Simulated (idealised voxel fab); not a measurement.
The process module that follows is named voxel spacer lines.
cross-section cut | 220 nm wide | cells 5 nm
How to read a cross-section here: the picture is a grid of square cells, written as bands going from the top down, and any band can span one or more rows of cells. Band: top and bottom heights (nm) first, top before bottom; then materials from left to right, widths in nm. "everywhere" marks a sole material filling the band edge to edge. "empty" denotes empty space. Beneath 0, the wafer as received is one material, and that level is where height counting begins. The lowest band goes on downward without a bottom; it is written like "z 0 and below". A two-number width, for instance "30 to 40", indicates that the width is equal to the first number in the top row of the band and to the second number in the bottom row, and that it changes by a constant amount per row of cells. Reading "remained unchanged" for a step: not a cell of the cross-section changed in it. Enclosed voids (no open way to top), threshold 8 cells or more, entry "Voids lacking openings", notation width x height at distance, distance from left edge, nm. On a step's line, text after the settings is the simulator commenting on that step. overlay nm: for a step with a mask, the amount by which the mask lay right of where it was planned; a negative amount means left of it.
[Process steps - plan]
1,RECEIVE, material Si
2,CONFORMAL_DEP, material Al2O3, thk nm 10
3,DIRECTIONAL_DEP, material TiN, thk nm 15
4,DIRECTIONAL_DEP, material aC, thk nm 30
5,PATTERN, tone cover, mask id MANDREL, material resist, width nm 25, pitch nm 80, thk nm 40, overlay nm 0
6,DIRECTIONAL_ETCH, etch materials aC, depth nm 30
7,STRIP, etch materials resist
8,CONFORMAL_DEP, material SiN, thk nm 15
9,DIRECTIONAL_ETCH, etch materials SiN, depth nm 15
10,STRIP, etch materials aC
11,DIRECTIONAL_ETCH, etch materials TiN, depth nm 15
12,STRIP, etch materials SiN
13,FILL_DEP, material SiO2, thk nm 10
14,CMP, height nm 25
[The first of two wafers, run as planned]
[Delivered wafer in cross-section: state after step 1]
- z 0 and below = Si everywhere
- Voids lacking openings: none
[after step 2]
- z 10 to 0 = Al2O3 everywhere
- Beneath the level 0, the cross-section is identical to its previous state.
[after step 3]
- z 25 to 10 = TiN everywhere
- Beneath the level 10, the cross-section is identical to its previous state.
[after step 4]
- z 55 to 25 = aC everywhere
- Beneath the level 25, the cross-section is identical to its previous state.
[after step 5]
- z 95 to 55 = empty: 15 / resist: 25 / empty: 55 / resist: 25 / empty: 55 / resist: 25 / empty: 20
- Beneath the level 55, the cross-section is identical to its previous state.
[after step 6]
- z 65 to 55 = empty: 15 / resist: 25 / empty: 55 / resist: 25 / empty: 55 / resist: 25 / empty: 20
- z 55 to 25 = empty: 15 / aC: 25 / empty: 55 / aC: 25 / empty: 55 / aC: 25 / empty: 20
- Beneath the level 25, the cross-section is identical to its previous state.
[after step 7]
- z 55 to 25 = empty: 15 / aC: 25 / empty: 55 / aC: 25 / empty: 55 / aC: 25 / empty: 20
- Beneath the level 25, the cross-section is identical to its previous state.
[after step 8]
- z 70 to 55 = SiN: 55 / empty: 25 / SiN: 55 / empty: 25 / SiN: 55 / empty: 5
- z 55 to 40 = SiN: 15 / aC: 25 / SiN: 15 / empty: 25 / SiN: 15 / aC: 25 / SiN: 15 / empty: 25 / SiN: 15 / aC: 25 / SiN: 15 / empty: 5
- z 40 to 25 = SiN: 15 / aC: 25 / SiN: 55 / aC: 25 / SiN: 55 / aC: 25 / SiN: 20
- Beneath the level 25, the cross-section is identical to its previous state.
[after step 9]
- z 55 to 25 = SiN: 15 / aC: 25 / SiN: 15 / empty: 25 / SiN: 15 / aC: 25 / SiN: 15 / empty: 25 / SiN: 15 / aC: 25 / SiN: 15 / empty: 5
- Beneath the level 25, the cross-section is identical to its previous state.
[after step 10]
- z 55 to 25 = SiN: 15 / empty: 25 / SiN: 15 / empty: 25 / SiN: 15 / empty: 25 / SiN: 15 / empty: 25 / SiN: 15 / empty: 25 / SiN: 15 / empty: 5
- Beneath the level 25, the cross-section is identical to its previous state.
[after step 11]
- z 55 to 25 = SiN: 15 / empty: 25 / SiN: 15 / empty: 25 / SiN: 15 / empty: 25 / SiN: 15 / empty: 25 / SiN: 15 / empty: 25 / SiN: 15 / empty: 5
- z 25 to 10 = TiN: 15 / empty: 25 / TiN: 15 / empty: 25 / TiN: 15 / empty: 25 / TiN: 15 / empty: 25 / TiN: 15 / empty: 25 / TiN: 15 / empty: 5
- Beneath the level 10, the cross-section is identical to its previous state.
[after step 12]
- z 25 to 10 = TiN: 15 / empty: 25 / TiN: 15 / empty: 25 / TiN: 15 / empty: 25 / TiN: 15 / empty: 25 / TiN: 15 / empty: 25 / TiN: 15 / empty: 5
- Beneath the level 10, the cross-section is identical to its previous state.
[after step 13]
- z 35 to 25 = SiO2 everywhere
- z 25 to 10 = TiN: 15 / SiO2: 25 / TiN: 15 / SiO2: 25 / TiN: 15 / SiO2: 25 / TiN: 15 / SiO2: 25 / TiN: 15 / SiO2: 25 / TiN: 15 / SiO2: 5
- Beneath the level 10, the cross-section is identical to its previous state.
[after step 14]
- z 25 to 10 = TiN: 15 / SiO2: 25 / TiN: 15 / SiO2: 25 / TiN: 15 / SiO2: 25 / TiN: 15 / SiO2: 25 / TiN: 15 / SiO2: 25 / TiN: 15 / SiO2: 5
- Beneath the level 10, the cross-section is identical to its previous state.
[The second wafer began exactly as the first did and followed the same plan, but one mistake was made while running it; through step 4 inclusive, the two wafers are identical]
[Second wafer: cross-section at the scheduled end of step 5]
- z 95 to 55 = empty: 20 / resist: 25 / empty: 55 / resist: 25 / empty: 55 / resist: 25 / empty: 15
- Beneath the level 55, the cross-section is identical to its previous state.
[Second wafer: cross-section at the scheduled end of step 6]
- z 65 to 55 = empty: 20 / resist: 25 / empty: 55 / resist: 25 / empty: 55 / resist: 25 / empty: 15
- z 55 to 25 = empty: 20 / aC: 25 / empty: 55 / aC: 25 / empty: 55 / aC: 25 / empty: 15
- Beneath the level 25, the cross-section is identical to its previous state.
[Second wafer: cross-section at the scheduled end of step 7]
- z 55 to 25 = empty: 20 / aC: 25 / empty: 55 / aC: 25 / empty: 55 / aC: 25 / empty: 15
- Beneath the level 25, the cross-section is identical to its previous state.
[Second wafer: cross-section at the scheduled end of step 8]
- z 70 to 55 = empty: 5 / SiN: 55 / empty: 25 / SiN: 55 / empty: 25 / SiN: 55
- z 55 to 40 = empty: 5 / SiN: 15 / aC: 25 / SiN: 15 / empty: 25 / SiN: 15 / aC: 25 / SiN: 15 / empty: 25 / SiN: 15 / aC: 25 / SiN: 15
- z 40 to 25 = SiN: 20 / aC: 25 / SiN: 55 / aC: 25 / SiN: 55 / aC: 25 / SiN: 15
- Beneath the level 25, the cross-section is identical to its previous state.
[Second wafer: cross-section at the scheduled end of step 9]
- z 55 to 25 = empty: 5 / SiN: 15 / aC: 25 / SiN: 15 / empty: 25 / SiN: 15 / aC: 25 / SiN: 15 / empty: 25 / SiN: 15 / aC: 25 / SiN: 15
- Beneath the level 25, the cross-section is identical to its previous state.
[Second wafer: cross-section at the scheduled end of step 10]
- z 55 to 25 = empty: 5 / SiN: 15 / empty: 25 / SiN: 15 / empty: 25 / SiN: 15 / empty: 25 / SiN: 15 / empty: 25 / SiN: 15 / empty: 25 / SiN: 15
- Beneath the level 25, the cross-section is identical to its previous state.
[Second wafer: cross-section at the scheduled end of step 11]
- z 55 to 25 = empty: 5 / SiN: 15 / empty: 25 / SiN: 15 / empty: 25 / SiN: 15 / empty: 25 / SiN: 15 / empty: 25 / SiN: 15 / empty: 25 / SiN: 15
- z 25 to 10 = empty: 5 / TiN: 15 / empty: 25 / TiN: 15 / empty: 25 / TiN: 15 / empty: 25 / TiN: 15 / empty: 25 / TiN: 15 / empty: 25 / TiN: 15
- Beneath the level 10, the cross-section is identical to its previous state.
[Second wafer: cross-section at the scheduled end of step 12]
- z 25 to 10 = empty: 5 / TiN: 15 / empty: 25 / TiN: 15 / empty: 25 / TiN: 15 / empty: 25 / TiN: 15 / empty: 25 / TiN: 15 / empty: 25 / TiN: 15
- Beneath the level 10, the cross-section is identical to its previous state.
[Second wafer: cross-section at the scheduled end of step 13]
- z 35 to 25 = SiO2 everywhere
- z 25 to 10 = SiO2: 5 / TiN: 15 / SiO2: 25 / TiN: 15 / SiO2: 25 / TiN: 15 / SiO2: 25 / TiN: 15 / SiO2: 25 / TiN: 15 / SiO2: 25 / TiN: 15
- Beneath the level 10, the cross-section is identical to its previous state.
[Second wafer: cross-section at the scheduled end of step 14]
- z 25 to 10 = SiO2: 5 / TiN: 15 / SiO2: 25 / TiN: 15 / SiO2: 25 / TiN: 15 / SiO2: 25 / TiN: 15 / SiO2: 25 / TiN: 15 / SiO2: 25 / TiN: 15
- Beneath the level 10, the cross-section is identical to its previous state.
In executing the process, a mistake was made relative to the plan: step 5 off recipe, ran as PATTERN, tone cover, mask id MANDREL, material resist, width nm 25, pitch nm 80, thk nm 40, overlay nm 5
Final state: per-material cell counts identical on both wafers; locations differ.
